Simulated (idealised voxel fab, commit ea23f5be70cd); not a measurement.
voxel gate over fins: a process module
Section shown: cut. Width: 250 nm. Cell size: 5 nm, square.
A cross-section is written here as square cells arranged in a grid, and it is given in bands from the top down, each band taking up one or more rows of cells. Basically the band line says how high the top is and how high the bottom is, in nm, and then what's in it from left to right, every material with its width in nm. Empty space shows up as "blank", and if a single material carries "throughout" it runs the full band edge to edge. It should be noted that heights are counted from 0, beneath which the wafer as supplied is of one material throughout, and that the lowest band possesses no lower boundary but continues downward, as written in "from 0 down". Think of "30..40" as a width that walks from the first number to the second as you go down the band, top row to bottom row, taking equal-sized steps from row to row. Key: "everything unchanged" - step with no changed cell in the cross-section. Heads up: "Closed void catalog" only lists the empty pockets with no open path to the top that are 8 cells or more, and it writes them as width x height at distance, distance from the left edge, in nm. after a step's settings: what the simulator itself notes on the step. overlay nm: step with mask; distance mask lay right of planned place; negative value = left of planned place.
## Listed below are the process steps as planned
1: RECEIVE,material Si
2: CONFORMAL_DEP,material SiN,thk nm 5
3: PATTERN,tone cover,mask id FINS,material resist,width nm 15,pitch nm 40,thk nm 15,overlay nm 0
4: DIRECTIONAL_ETCH,etch materials SiN,depth nm 5
5: DIRECTIONAL_ETCH,etch materials Si,depth nm 35
6: STRIP,etch materials resist
7: FILL_DEP,material SiO2,thk nm 15
8: CMP,height nm 5
9: SELECTIVE_ETCH,etch materials SiO2,depth nm 15
10: STRIP,etch materials SiN
11: CONFORMAL_DEP,material HfO2,thk nm 5
12: CONFORMAL_DEP,material TiN,thk nm 5
13: CONFORMAL_DEP,material TiAl,thk nm 5
14: CONFORMAL_DEP,material TiN,thk nm 5
15: FILL_DEP,material W,thk nm 10
16: CMP,height nm 25
17: CONFORMAL_DEP,material SiN,thk nm 10
## Wafer at receipt (post step 1), cross-section
> from 0 down | Si throughout
> Closed void catalog: none
## End state of the module in cross-section, given the above starting point and plan and one mistake in execution
> from 35 to 25 | SiN throughout
> from 25 to 20 | W throughout
> from 20 to 15 | 30 of W | 175 of TiN | 45 of W
> from 15 to 10 | 30 of W | 5 of TiN | 165 of TiAl | 5 of TiN | 45 of W
> from 10 to 5 | 35 of TiN | 5 of TiAl | 35 of TiN | 5 of TiAl | 35 of TiN | 5 of TiAl | 35 of TiN | 5 of TiAl | 35 of TiN | 5 of TiAl | 50 of TiN
> from 5 to 0 | 40 of TiAl | 5 of TiN | 25 of HfO2 | 5 of TiN | 5 of TiAl | 5 of TiN | 25 of HfO2 | 5 of TiN | 5 of TiAl | 5 of TiN | 25 of HfO2 | 5 of TiN | 5 of TiAl | 5 of TiN | 25 of HfO2 | 5 of TiN | 55 of TiAl
> from 0 to -5 | 45 of TiN | 5 of HfO2 | 15 of Si | 5 of HfO2 | 15 of TiN | 5 of HfO2 | 15 of Si | 5 of HfO2 | 15 of TiN | 5 of HfO2 | 15 of Si | 5 of HfO2 | 15 of TiN | 5 of HfO2 | 15 of Si | 5 of HfO2 | 60 of TiN
> from -5 to -10 | 50 of HfO2 | 15 of Si | 25 of HfO2 | 15 of Si | 25 of HfO2 | 15 of Si | 25 of HfO2 | 15 of Si | 65 of HfO2
> from -10 to -35 | 50 of SiO2 | 15 of Si | 25 of SiO2 | 15 of Si | 25 of SiO2 | 15 of Si | 25 of SiO2 | 15 of Si | 65 of SiO2
> from -35 down | Si throughout
> Closed void catalog: none
Run error: step 3 went in with a setting other than planned; the actual run was PATTERN,tone cover,mask id FINS,material resist,width nm 15,pitch nm 40,thk nm 15,overlay nm -5
